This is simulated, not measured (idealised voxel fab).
Process module under the name voxel wiring stack
For reference, the cross-section in this document is cut, with width 230 nm and square cells of 5 nm.
Bands, listed from the top down, are how a cross-section gets written in this document; the cross-section itself is a grid of square cells, and a band is one or more rows of them. Band entry format. Leading values: height of top, height of bottom, nm. Remainder: materials in left-to-right order, each with its width in nm. Special words: "full width" on a single material, which then fills the band edge to edge; "air", empty space. Measure heights from 0. That's the level where, below it, the as-received wafer is all one material. The lowest band is bottomless and extends downward; write it as in "0 and below". The notation "30..40" denotes a width that varies across the rows of cells in the band, beginning at the first number in the top row, finishing at the second number in the bottom row, and changing by an identical amount from each row to the next. The designation "no change occurred", where it is given for a processing step, indicates that no cell of the cross-section was altered in the course of that step. Basically, "Enclosed cavity list" tells you about the enclosed voids: empty spaces with no open way to the top, 8 cells or bigger, each written width x height at distance, where distance is from the left edge, all in nm. after a step's settings: what the simulator itself notes on the step. Among the settings permitted on a step's line is "overlay nm"; applied to a step with a mask, it specifies the extent to which the mask lay to the right of its planned position, whereas a negative figure signifies a position to the left.
Listed below are the process steps as planned
1: RECEIVE with material Si
2: CONFORMAL_DEP with material SiO2, thk nm 10
3: DIRECTIONAL_DEP with material TiN, thk nm 5
4: DIRECTIONAL_DEP with material Ru, thk nm 25
5: MASKED_ETCH with tone cover, mask id METAL_1, width nm 25, pitch nm 40, etch materials Ru, depth nm 25, overlay nm 0
6: MASKED_ETCH with tone cover, mask id METAL_1, width nm 25, pitch nm 40, etch materials TiN, depth nm 5, overlay nm 0
7: CONFORMAL_DEP with material SiN, thk nm 5
8: FILL_DEP with material lowk, thk nm 10
9: CMP with height nm 40
10: CONFORMAL_DEP with material SiCN, thk nm 5
11: DIRECTIONAL_DEP with material SiO2, thk nm 15
12: DIRECTIONAL_DEP with material aC, thk nm 15
13: PATTERN with tone open, mask id PLUG_1, material resist, width nm 15, pitch nm 80, thk nm 35, overlay nm 0
14: DIRECTIONAL_ETCH with etch materials aC, depth nm 15
15: STRIP with etch materials resist
16: DIRECTIONAL_ETCH with etch materials SiO2, depth nm 15
17: DIRECTIONAL_ETCH with etch materials SiCN, depth nm 5
18: STRIP with etch materials aC
19: CONFORMAL_DEP with material TiN, thk nm 5
20: FILL_DEP with material Ru, thk nm 5
21: CMP with height nm 60
22: DIRECTIONAL_DEP with material TiN, thk nm 5
23: DIRECTIONAL_DEP with material Ru, thk nm 20
24: MASKED_ETCH with tone cover, mask id METAL_2, width nm 25, pitch nm 40, etch materials Ru, depth nm 20, overlay nm 0
25: MASKED_ETCH with tone cover, mask id METAL_2, width nm 25, pitch nm 40, etch materials TiN, depth nm 5, overlay nm 0
26: CONFORMAL_DEP with material SiN, thk nm 5
27: FILL_DEP with material lowk, thk nm 10
28: CMP with height nm 85
29: CONFORMAL_DEP with material SiCN, thk nm 5
Below: the first of two wafers, run as planned
Cross-sectional view of the wafer in its as-received condition, corresponding to the state after step 1
0 and below | Si full width
Enclosed cavity list: none
After step 2, in cross-section
10 down to 0 | SiO2 full width
Everything under 0 stays put, no change at all.
After step 3, in cross-section
15 down to 10 | TiN full width
Everything under 10 stays put, no change at all.
After step 4, in cross-section
40 down to 15 | Ru full width
Everything under 15 stays put, no change at all.
After step 5, in cross-section
40 down to 15 | air: 40, Ru: 25, air: 15, Ru: 25, air: 15, Ru: 25, air: 15, Ru: 25, air: 45
Everything under 15 stays put, no change at all.
After step 6, in cross-section
40 down to 15 | air: 40, Ru: 25, air: 15, Ru: 25, air: 15, Ru: 25, air: 15, Ru: 25, air: 45
15 down to 10 | air: 40, TiN: 25, air: 15, TiN: 25, air: 15, TiN: 25, air: 15, TiN: 25, air: 45
Everything under 10 stays put, no change at all.
After step 7, in cross-section
45 down to 40 | air: 35, SiN: 35, air: 5, SiN: 35, air: 5, SiN: 35, air: 5, SiN: 35, air: 40
40 down to 15 | air: 35, SiN: 5, Ru: 25, SiN: 5, air: 5, SiN: 5, Ru: 25, SiN: 5, air: 5, SiN: 5, Ru: 25, SiN: 5, air: 5, SiN: 5, Ru: 25, SiN: 5, air: 40
15 down to 10 | SiN: 40, TiN: 25, SiN: 15, TiN: 25, SiN: 15, TiN: 25, SiN: 15, TiN: 25, SiN: 45
Everything under 10 stays put, no change at all.
After step 8, in cross-section
55 down to 45 | lowk full width
45 down to 40 | lowk: 35, SiN: 35, lowk: 5, SiN: 35, lowk: 5, SiN: 35, lowk: 5, SiN: 35, lowk: 40
40 down to 15 | lowk: 35, SiN: 5, Ru: 25, SiN: 5, lowk: 5, SiN: 5, Ru: 25, SiN: 5, lowk: 5, SiN: 5, Ru: 25, SiN: 5, lowk: 5, SiN: 5, Ru: 25, SiN: 5, lowk: 40
Everything under 15 stays put, no change at all.
After step 9, in cross-section
40 down to 15 | lowk: 35, SiN: 5, Ru: 25, SiN: 5, lowk: 5, SiN: 5, Ru: 25, SiN: 5, lowk: 5, SiN: 5, Ru: 25, SiN: 5, lowk: 5, SiN: 5, Ru: 25, SiN: 5, lowk: 40
Everything under 15 stays put, no change at all.
After step 10, in cross-section
45 down to 40 | SiCN full width
Everything under 40 stays put, no change at all.
After step 11, in cross-section
60 down to 45 | SiO2 full width
Everything under 45 stays put, no change at all.
After step 12, in cross-section
75 down to 60 | aC full width
Everything under 60 stays put, no change at all.
After step 13, in cross-section
110 down to 75 | resist: 40, air: 15, resist: 65, air: 15, resist: 95
Everything under 75 stays put, no change at all.
After step 14, in cross-section
95 down to 75 | resist: 40, air: 15, resist: 65, air: 15, resist: 95
75 down to 60 | aC: 40, air: 15, aC: 65, air: 15, aC: 95
Everything under 60 stays put, no change at all.
After step 15, in cross-section
75 down to 60 | aC: 40, air: 15, aC: 65, air: 15, aC: 95
Everything under 60 stays put, no change at all.
After step 16, in cross-section
75 down to 60 | aC: 40, air: 15, aC: 65, air: 15, aC: 95
60 down to 45 | SiO2: 40, air: 15, SiO2: 65, air: 15, SiO2: 95
Everything under 45 stays put, no change at all.
After step 17, in cross-section
75 down to 60 | aC: 40, air: 15, aC: 65, air: 15, aC: 95
60 down to 45 | SiO2: 40, air: 15, SiO2: 65, air: 15, SiO2: 95
45 down to 40 | SiCN: 40, air: 15, SiCN: 65, air: 15, SiCN: 95
Everything under 40 stays put, no change at all.
After step 18, in cross-section
60 down to 45 | SiO2: 40, air: 15, SiO2: 65, air: 15, SiO2: 95
Everything under 45 stays put, no change at all.
After step 19, in cross-section
65 down to 60 | TiN: 45, air: 5, TiN: 75, air: 5, TiN: 100
60 down to 45 | SiO2: 40, TiN: 5, air: 5, TiN: 5, SiO2: 65, TiN: 5, air: 5, TiN: 5, SiO2: 95
45 down to 40 | SiCN: 40, TiN: 15, SiCN: 65, TiN: 15, SiCN: 95
Everything under 40 stays put, no change at all.
After step 20, in cross-section
70 down to 65 | Ru full width
65 down to 60 | TiN: 45, Ru: 5, TiN: 75, Ru: 5, TiN: 100
60 down to 45 | SiO2: 40, TiN: 5, Ru: 5, TiN: 5, SiO2: 65, TiN: 5, Ru: 5, TiN: 5, SiO2: 95
Everything under 45 stays put, no change at all.
After step 21, in cross-section
60 down to 45 | SiO2: 40, TiN: 5, Ru: 5, TiN: 5, SiO2: 65, TiN: 5, Ru: 5, TiN: 5, SiO2: 95
Everything under 45 stays put, no change at all.
After step 22, in cross-section
65 down to 60 | TiN full width
Everything under 60 stays put, no change at all.
After step 23, in cross-section
85 down to 65 | Ru full width
Everything under 65 stays put, no change at all.
After step 24, in cross-section
85 down to 65 | air: 40, Ru: 25, air: 15, Ru: 25, air: 15, Ru: 25, air: 15, Ru: 25, air: 45
Everything under 65 stays put, no change at all.
After step 25, in cross-section
85 down to 65 | air: 40, Ru: 25, air: 15, Ru: 25, air: 15, Ru: 25, air: 15, Ru: 25, air: 45
65 down to 60 | air: 40, TiN: 25, air: 15, TiN: 25, air: 15, TiN: 25, air: 15, TiN: 25, air: 45
Everything under 60 stays put, no change at all.
After step 26, in cross-section
90 down to 85 | air: 35, SiN: 35, air: 5, SiN: 35, air: 5, SiN: 35, air: 5, SiN: 35, air: 40
85 down to 65 | air: 35, SiN: 5, Ru: 25, SiN: 5, air: 5, SiN: 5, Ru: 25, SiN: 5, air: 5, SiN: 5, Ru: 25, SiN: 5, air: 5, SiN: 5, Ru: 25, SiN: 5, air: 40
65 down to 60 | SiN: 40, TiN: 25, SiN: 15, TiN: 25, SiN: 15, TiN: 25, SiN: 15, TiN: 25, SiN: 45
Everything under 60 stays put, no change at all.
After step 27, in cross-section
100 down to 90 | lowk full width
90 down to 85 | lowk: 35, SiN: 35, lowk: 5, SiN: 35, lowk: 5, SiN: 35, lowk: 5, SiN: 35, lowk: 40
85 down to 65 | lowk: 35, SiN: 5, Ru: 25, SiN: 5, lowk: 5, SiN: 5, Ru: 25, SiN: 5, lowk: 5, SiN: 5, Ru: 25, SiN: 5, lowk: 5, SiN: 5, Ru: 25, SiN: 5, lowk: 40
Everything under 65 stays put, no change at all.
After step 28, in cross-section
85 down to 65 | lowk: 35, SiN: 5, Ru: 25, SiN: 5, lowk: 5, SiN: 5, Ru: 25, SiN: 5, lowk: 5, SiN: 5, Ru: 25, SiN: 5, lowk: 5, SiN: 5, Ru: 25, SiN: 5, lowk: 40
Everything under 65 stays put, no change at all.
After step 29, in cross-section
90 down to 85 | SiCN full width
Everything under 85 stays put, no change at all.
The second wafer: identical to the first at the outset and in its planned sequence, differing only in that one mistake was made during processing; up to and including step 24, its path is the first wafer's path
Cross-sectional representation of the second wafer at the time designated in the plan for the completion of step 25
85 down to 65 | air: 40, Ru: 25, air: 15, Ru: 25, air: 15, Ru: 25, air: 15, Ru: 25, air: 45
65 down to 60 | air: 40, TiN: 30, air: 10, TiN: 30, air: 10, TiN: 30, air: 10, TiN: 30, air: 40
Everything under 60 stays put, no change at all.
Cross-sectional representation of the second wafer at the time designated in the plan for the completion of step 26
90 down to 85 | air: 35, SiN: 35, air: 5, SiN: 35, air: 5, SiN: 35, air: 5, SiN: 35, air: 40
85 down to 70 | air: 35, SiN: 5, Ru: 25, SiN: 5, air: 5, SiN: 5, Ru: 25, SiN: 5, air: 5, SiN: 5, Ru: 25, SiN: 5, air: 5, SiN: 5, Ru: 25, SiN: 5, air: 40
70 down to 65 | air: 35, SiN: 5, Ru: 25, SiN: 15, Ru: 25, SiN: 15, Ru: 25, SiN: 15, Ru: 25, SiN: 10, air: 35
65 down to 60 | SiN: 40, TiN: 30, SiN: 10, TiN: 30, SiN: 10, TiN: 30, SiN: 10, TiN: 30, SiN: 40
Everything under 60 stays put, no change at all.
Cross-sectional representation of the second wafer at the time designated in the plan for the completion of step 27
100 down to 90 | lowk full width
90 down to 85 | lowk: 35, SiN: 35, lowk: 5, SiN: 35, lowk: 5, SiN: 35, lowk: 5, SiN: 35, lowk: 40
85 down to 70 | lowk: 35, SiN: 5, Ru: 25, SiN: 5, lowk: 5, SiN: 5, Ru: 25, SiN: 5, lowk: 5, SiN: 5, Ru: 25, SiN: 5, lowk: 5, SiN: 5, Ru: 25, SiN: 5, lowk: 40
70 down to 65 | lowk: 35, SiN: 5, Ru: 25, SiN: 15, Ru: 25, SiN: 15, Ru: 25, SiN: 15, Ru: 25, SiN: 10, lowk: 35
Everything under 65 stays put, no change at all.
Cross-sectional representation of the second wafer at the time designated in the plan for the completion of step 28
85 down to 70 | lowk: 35, SiN: 5, Ru: 25, SiN: 5, lowk: 5, SiN: 5, Ru: 25, SiN: 5, lowk: 5, SiN: 5, Ru: 25, SiN: 5, lowk: 5, SiN: 5, Ru: 25, SiN: 5, lowk: 40
Everything under 70 stays put, no change at all.
Cross-sectional representation of the second wafer at the time designated in the plan for the completion of step 29
90 down to 85 | SiCN full width
Everything under 85 stays put, no change at all.
Here's what went sideways: step 25, actual vs plan mismatch, actual run MASKED_ETCH with tone cover, mask id METAL_2, width nm 25, pitch nm 40, etch materials TiN, depth nm 5, overlay nm 5
at the end the second wafer has, in cells: TiN +4 | lowk -4
